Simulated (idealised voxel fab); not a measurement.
The following is a process module called voxel gate over fins.
In the cross-section labelled cut, the width is 290 nm and each square cell is 5 nm.
Just so we're on the same page, the cross-sections are grids of square cells, and they're listed out in bands top to bottom, each band one or more rows deep. What a band's entry tells you: where the top is and where the bottom is, as heights in nm, and after that what lies inside, material by material from left to right, each with its width in nm. Empty space is written as the word "blank", and a single material marked with the word "all across" occupies the band from edge to edge. Counting heights begins at 0, where everything beneath is, in the wafer as received, one material. The lowest band has no bottom; it goes on downwards, as "0 nm and below" shows. Per-row width for "30..40": begins at first number (top row of band), ends at second number (bottom row), increment between rows held constant. Given "no modifications" for a step, no cell of the cross-section differs between before and after that step. Closed-off voids of 8+ cells (no open route to the top) go in "Enclosed internal cavities", written width x height at distance from the left edge, in nm. Step line, after settings: the simulator's comment on this step. Regarding "overlay nm": on a step with a mask, it is the distance the mask lay to the right of its planned place; a negative value places it to the left.
Steps planned for the process
- 1: RECEIVE with material Si
- 2: CONFORMAL_DEP with material SiN, thk nm 5
- 3: DIRECTIONAL_DEP with material aC, thk nm 15
- 4: PATTERN with tone cover, mask id FINS, material resist, width nm 15, pitch nm 60, thk nm 35, overlay nm 0
- 5: DIRECTIONAL_ETCH with etch materials aC, depth nm 15
- 6: STRIP with etch materials resist
- 7: DIRECTIONAL_ETCH with etch materials SiN, depth nm 5
- 8: DIRECTIONAL_ETCH with etch materials Si, depth nm 40
- 9: STRIP with etch materials aC
- 10: FILL_DEP with material SiO2, thk nm 15
- 11: CMP with height nm 5
- 12: PATTERN with tone open, mask id RAIL, material resist, width nm 15, thk nm 15, overlay nm 0
- 13: DIRECTIONAL_ETCH with etch materials SiO2, depth nm 40
- 14: STRIP with etch materials resist
- 15: CONFORMAL_DEP with material TiN, thk nm 5
- 16: FILL_DEP with material W, thk nm 5
- 17: CMP with height nm 5
- 18: SELECTIVE_ETCH with etch materials W Ru TiN, depth nm 20
- 19: FILL_DEP with material SiO2, thk nm 5
- 20: CMP with height nm 5
- 21: SELECTIVE_ETCH with etch materials SiO2, depth nm 15
- 22: STRIP with etch materials SiN
- 23: CONFORMAL_DEP with material HfO2, thk nm 5
- 24: CONFORMAL_DEP with material TiN, thk nm 5
- 25: FILL_DEP with material W, thk nm 15
- 26: CMP with height nm 20
- 27: CONFORMAL_DEP with material SiCN, thk nm 10
Here's what the wafer looked like in cross-section when it arrived - that's after step 1
0 nm and below: Si all across
Enclosed internal cavities: none
The first of the two wafers as seen in cross-section once the module was finished; processing followed the plan
30 nm to 20 nm: SiCN all across
20 nm to 10 nm: W all across
10 nm to 5 nm: 35 W / 35 TiN / 25 W / 35 TiN / 25 W / 35 TiN / 25 W / 35 TiN / 40 W
5 nm to 0 nm: 35 W / 5 TiN / 25 HfO2 / 5 TiN / 25 W / 5 TiN / 25 HfO2 / 5 TiN / 25 W / 5 TiN / 25 HfO2 / 5 TiN / 25 W / 5 TiN / 25 HfO2 / 5 TiN / 40 W
0 nm to -5 nm: 40 TiN / 5 HfO2 / 15 Si / 5 HfO2 / 35 TiN / 5 HfO2 / 15 Si / 5 HfO2 / 35 TiN / 5 HfO2 / 15 Si / 5 HfO2 / 35 TiN / 5 HfO2 / 15 Si / 5 HfO2 / 45 TiN
-5 nm to -10 nm: 45 HfO2 / 15 Si / 45 HfO2 / 15 Si / 45 HfO2 / 15 Si / 45 HfO2 / 15 Si / 50 HfO2
-10 nm to -15 nm: 45 SiO2 / 15 Si / 45 SiO2 / 15 Si / 45 SiO2 / 15 Si / 45 SiO2 / 15 Si / 50 SiO2
-15 nm to -30 nm: 45 SiO2 / 15 Si / 15 SiO2 / 5 TiN / 5 W / 5 TiN / 15 SiO2 / 15 Si / 45 SiO2 / 15 Si / 45 SiO2 / 15 Si / 50 SiO2
-30 nm to -35 nm: 45 SiO2 / 15 Si / 15 SiO2 / 15 TiN / 15 SiO2 / 15 Si / 45 SiO2 / 15 Si / 45 SiO2 / 15 Si / 50 SiO2
-35 nm to -40 nm: 45 SiO2 / 15 Si / 45 SiO2 / 15 Si / 45 SiO2 / 15 Si / 45 SiO2 / 15 Si / 50 SiO2
-40 nm and below: Si all across
Enclosed internal cavities: none
This cross-section belongs to the second wafer of two at the end of the module; the start and the plan were shared with the first, and the run included one mistake
30 nm to 20 nm: SiCN all across
20 nm to 5 nm: W all across
5 nm to 0 nm: 40 W / 25 TiN / 35 W / 25 TiN / 35 W / 25 TiN / 35 W / 25 TiN / 45 W
0 nm to -5 nm: 40 W / 5 TiN / 15 Si / 5 TiN / 35 W / 5 TiN / 15 Si / 5 TiN / 35 W / 5 TiN / 15 Si / 5 TiN / 35 W / 5 TiN / 15 Si / 5 TiN / 45 W
-5 nm to -10 nm: 45 TiN / 15 Si / 45 TiN / 15 Si / 45 TiN / 15 Si / 45 TiN / 15 Si / 50 TiN
-10 nm to -15 nm: 45 SiO2 / 15 Si / 45 SiO2 / 15 Si / 45 SiO2 / 15 Si / 45 SiO2 / 15 Si / 50 SiO2
-15 nm to -30 nm: 45 SiO2 / 15 Si / 15 SiO2 / 5 TiN / 5 W / 5 TiN / 15 SiO2 / 15 Si / 45 SiO2 / 15 Si / 45 SiO2 / 15 Si / 50 SiO2
-30 nm to -35 nm: 45 SiO2 / 15 Si / 15 SiO2 / 15 TiN / 15 SiO2 / 15 Si / 45 SiO2 / 15 Si / 45 SiO2 / 15 Si / 50 SiO2
-35 nm to -40 nm: 45 SiO2 / 15 Si / 45 SiO2 / 15 Si / 45 SiO2 / 15 Si / 45 SiO2 / 15 Si / 50 SiO2
-40 nm and below: Si all across
Enclosed internal cavities: none
Where did the run depart from the plan? the run left out plan step 23 entirely, so it was never executed
FYI, end of process, the second wafer has more or fewer cells of some materials than the first: HfO2: 74 fewer; W: 74 more
